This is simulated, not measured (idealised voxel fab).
Presented below is a process module, voxel wiring stack.
cross-section cut | 245 nm wide | cells 5 nm
Each cross-section below is a grid of square cells, stated as bands in top-down order, with one or more rows of cells making up each band.
Heads up on the band format: heights come first, top then bottom, in nm. After that it's the materials left to right, each with its width in nm. A single material flagged "edge to edge" fills the whole band edge to edge, and "empty" means there's empty space there.
Measure heights from 0. That's the level where, below it, the as-received wafer is all one material. The lowest band is bottomless and extends downward; write it as in "from 0 down".
Read "30->40" as a graded width: first number on top, second number at the bottom, same change between each pair of neighbouring rows.
The designation "same as before", where it is given for a processing step, indicates that no cell of the cross-section was altered in the course of that step.
In "Unvented cavities" the enclosed voids are listed, meaning empty spaces of 8 cells or larger without any opening to the top. The form is width x height at distance, distance from the left edge, units nm.
Past the settings on a step's line: simulator remark, on that step.
overlay nm: mask offset rightward from planned place, masked step; negative means leftward offset.

Steps in the process plan
1. RECEIVE (material Si)
2. CONFORMAL_DEP (material SiO2; thk nm 10)
3. DIRECTIONAL_DEP (material TiN; thk nm 5)
4. DIRECTIONAL_DEP (material Ru; thk nm 20)
5. PATTERN (tone cover; mask id METAL_1; material resist; width nm 20; pitch nm 35; thk nm 15; overlay nm 0)
6. DIRECTIONAL_ETCH (etch materials Ru; depth nm 20)
7. DIRECTIONAL_ETCH (etch materials TiN; depth nm 5)
8. STRIP (etch materials resist)
9. CONFORMAL_DEP (material SiN; thk nm 5)
10. FILL_DEP (material SiO2; thk nm 5)
11. CMP (height nm 35)
12. CONFORMAL_DEP (material SiCN; thk nm 5)
13. DIRECTIONAL_DEP (material SiO2; thk nm 20)
14. DIRECTIONAL_DEP (material aC; thk nm 15)
15. PATTERN (tone open; mask id PLUG_1; material resist; width nm 15; pitch nm 70; thk nm 30; overlay nm 0)
16. DIRECTIONAL_ETCH (etch materials aC; depth nm 15)
17. STRIP (etch materials resist)
18. DIRECTIONAL_ETCH (etch materials SiO2; depth nm 20)
19. DIRECTIONAL_ETCH (etch materials SiCN; depth nm 5)
20. STRIP (etch materials aC)
21. EPI (material Ru; thk nm 10)
22. EPI (material Ru; thk nm 10)
23. EPI (material Ru; thk nm 5)
24. DIRECTIONAL_DEP (material TiN; thk nm 5)
25. DIRECTIONAL_DEP (material Ru; thk nm 20)
26. MASKED_ETCH (tone cover; mask id METAL_2; width nm 20; pitch nm 35; etch materials Ru; depth nm 20; overlay nm 0)
27. MASKED_ETCH (tone cover; mask id METAL_2; width nm 20; pitch nm 35; etch materials TiN; depth nm 5; overlay nm 0)
28. FILL_DEP (material SiO2; thk nm 10)
29. CMP (height nm 85)
30. CONFORMAL_DEP (material SiCN; thk nm 5)
31. DIRECTIONAL_DEP (material SiO2; thk nm 15)
32. MASKED_ETCH (tone open; mask id PLUG_2; width nm 15; pitch nm 35; etch materials SiO2; depth nm 15; overlay nm 0)
33. MASKED_ETCH (tone open; mask id PLUG_2; width nm 15; pitch nm 35; etch materials SiCN; depth nm 5; overlay nm 0)
34. CONFORMAL_DEP (material TiN; thk nm 5)
35. FILL_DEP (material W; thk nm 5)
36. CMP (height nm 105)
37. DIRECTIONAL_DEP (material TiN; thk nm 5)
38. DIRECTIONAL_DEP (material W; thk nm 25)
39. PATTERN (tone cover; mask id METAL_3; material resist; width nm 20; pitch nm 35; thk nm 20; overlay nm 0)
40. DIRECTIONAL_ETCH (etch materials W; depth nm 25)
41. DIRECTIONAL_ETCH (etch materials TiN; depth nm 5)
42. STRIP (etch materials resist)
43. FILL_DEP (material SiO2; thk nm 5)
44. CMP (height nm 135)
45. CONFORMAL_DEP (material SiN; thk nm 5)

Cross-section of the wafer upon arrival, representing the state reached after step 1
* from 0 down  Si edge to edge
* Unvented cavities: none

Cross-sectional view of the first of the two wafers upon completion of the module, processed in accordance with the plan
* from 140 to 135  SiN edge to edge
* from 135 to 110  SiO2 60 nm, W 20 nm, SiO2 15 nm, W 20 nm, SiO2 15 nm, W 20 nm, SiO2 15 nm, W 20 nm, SiO2 60 nm
* from 110 to 105  SiO2 60 nm, TiN 20 nm, SiO2 15 nm, TiN 20 nm, SiO2 15 nm, TiN 20 nm, SiO2 15 nm, TiN 20 nm, SiO2 60 nm
* from 105 to 90  SiO2 60 nm, TiN 5 nm, W 5 nm, TiN 5 nm, SiO2 20 nm, TiN 5 nm, W 5 nm, TiN 5 nm, SiO2 20 nm, TiN 5 nm, W 5 nm, TiN 5 nm, SiO2 20 nm, TiN 5 nm, W 5 nm, TiN 5 nm, SiO2 65 nm
* from 90 to 85  SiCN 60 nm, TiN 15 nm, SiCN 20 nm, TiN 15 nm, SiCN 20 nm, TiN 15 nm, SiCN 20 nm, TiN 15 nm, SiCN 65 nm
* from 85 to 65  SiO2 60 nm, Ru 20 nm, SiO2 15 nm, Ru 20 nm, SiO2 15 nm, Ru 20 nm, SiO2 15 nm, Ru 20 nm, SiO2 60 nm
* from 65 to 60  SiO2 60 nm, TiN 20 nm, SiO2 15 nm, TiN 20 nm, SiO2 15 nm, TiN 20 nm, SiO2 15 nm, TiN 20 nm, SiO2 60 nm
* from 60 to 40  SiO2 60 nm, Ru 15 nm, SiO2 55 nm, Ru 15 nm, SiO2 100 nm
* from 40 to 35  SiCN 60 nm, Ru 15 nm, SiCN 55 nm, Ru 15 nm, SiCN 100 nm
* from 35 to 15  SiO2 55 nm, SiN 5 nm, Ru 20 nm, SiN 5 nm, SiO2 5 nm, SiN 5 nm, Ru 20 nm, SiN 5 nm, SiO2 5 nm, SiN 5 nm, Ru 20 nm, SiN 5 nm, SiO2 5 nm, SiN 5 nm, Ru 20 nm, SiN 5 nm, SiO2 55 nm
* from 15 to 10  SiN 60 nm, TiN 20 nm, SiN 15 nm, TiN 20 nm, SiN 15 nm, TiN 20 nm, SiN 15 nm, TiN 20 nm, SiN 60 nm
* from 10 to 0  SiO2 edge to edge
* from 0 down  Si edge to edge
* Unvented cavities: none

Now the second wafer, cross-sectioned at the end of the module. Nothing different at the start, nothing different in the plan compared with the first, just one mistake when it was actually run
* from 140 to 135  SiN edge to edge
* from 135 to 110  SiO2 60 nm, W 20 nm, SiO2 15 nm, W 20 nm, SiO2 15 nm, W 20 nm, SiO2 15 nm, W 20 nm, SiO2 60 nm
* from 110 to 105  SiO2 60 nm, TiN 20 nm, SiO2 15 nm, TiN 20 nm, SiO2 15 nm, TiN 20 nm, SiO2 15 nm, TiN 20 nm, SiO2 60 nm
* from 105 to 90  SiO2 60 nm, TiN 5 nm, W 5 nm, TiN 5 nm, SiO2 20 nm, TiN 5 nm, W 5 nm, TiN 5 nm, SiO2 20 nm, TiN 5 nm, W 5 nm, TiN 5 nm, SiO2 20 nm, TiN 5 nm, W 5 nm, TiN 5 nm, SiO2 65 nm
* from 90 to 85  SiCN 60 nm, TiN 15 nm, SiCN 20 nm, TiN 15 nm, SiCN 20 nm, TiN 15 nm, SiCN 20 nm, TiN 15 nm, SiCN 65 nm
* from 85 to 65  SiO2 60 nm, Ru 20 nm, SiO2 15 nm, Ru 20 nm, SiO2 15 nm, Ru 20 nm, SiO2 15 nm, Ru 20 nm, SiO2 60 nm
* from 65 to 60  SiO2 55 nm, TiN 25 nm, SiO2 10 nm, TiN 25 nm, SiO2 10 nm, TiN 25 nm, SiO2 10 nm, TiN 25 nm, SiO2 60 nm
* from 60 to 40  SiO2 60 nm, Ru 15 nm, SiO2 55 nm, Ru 15 nm, SiO2 100 nm
* from 40 to 35  SiCN 60 nm, Ru 15 nm, SiCN 55 nm, Ru 15 nm, SiCN 100 nm
* from 35 to 15  SiO2 55 nm, SiN 5 nm, Ru 20 nm, SiN 5 nm, SiO2 5 nm, SiN 5 nm, Ru 20 nm, SiN 5 nm, SiO2 5 nm, SiN 5 nm, Ru 20 nm, SiN 5 nm, SiO2 5 nm, SiN 5 nm, Ru 20 nm, SiN 5 nm, SiO2 55 nm
* from 15 to 10  SiN 60 nm, TiN 20 nm, SiN 15 nm, TiN 20 nm, SiN 15 nm, TiN 20 nm, SiN 15 nm, TiN 20 nm, SiN 60 nm
* from 10 to 0  SiO2 edge to edge
* from 0 down  Si edge to edge
* Unvented cavities: none
Finding, execution versus plan: step 27 was not run as planned; what actually ran was MASKED_ETCH (tone cover; mask id METAL_2; width nm 20; pitch nm 35; etch materials TiN; depth nm 5; overlay nm -5)
Final cells, second wafer relative to first, materials higher or lower: -4 SiO2, +4 TiN
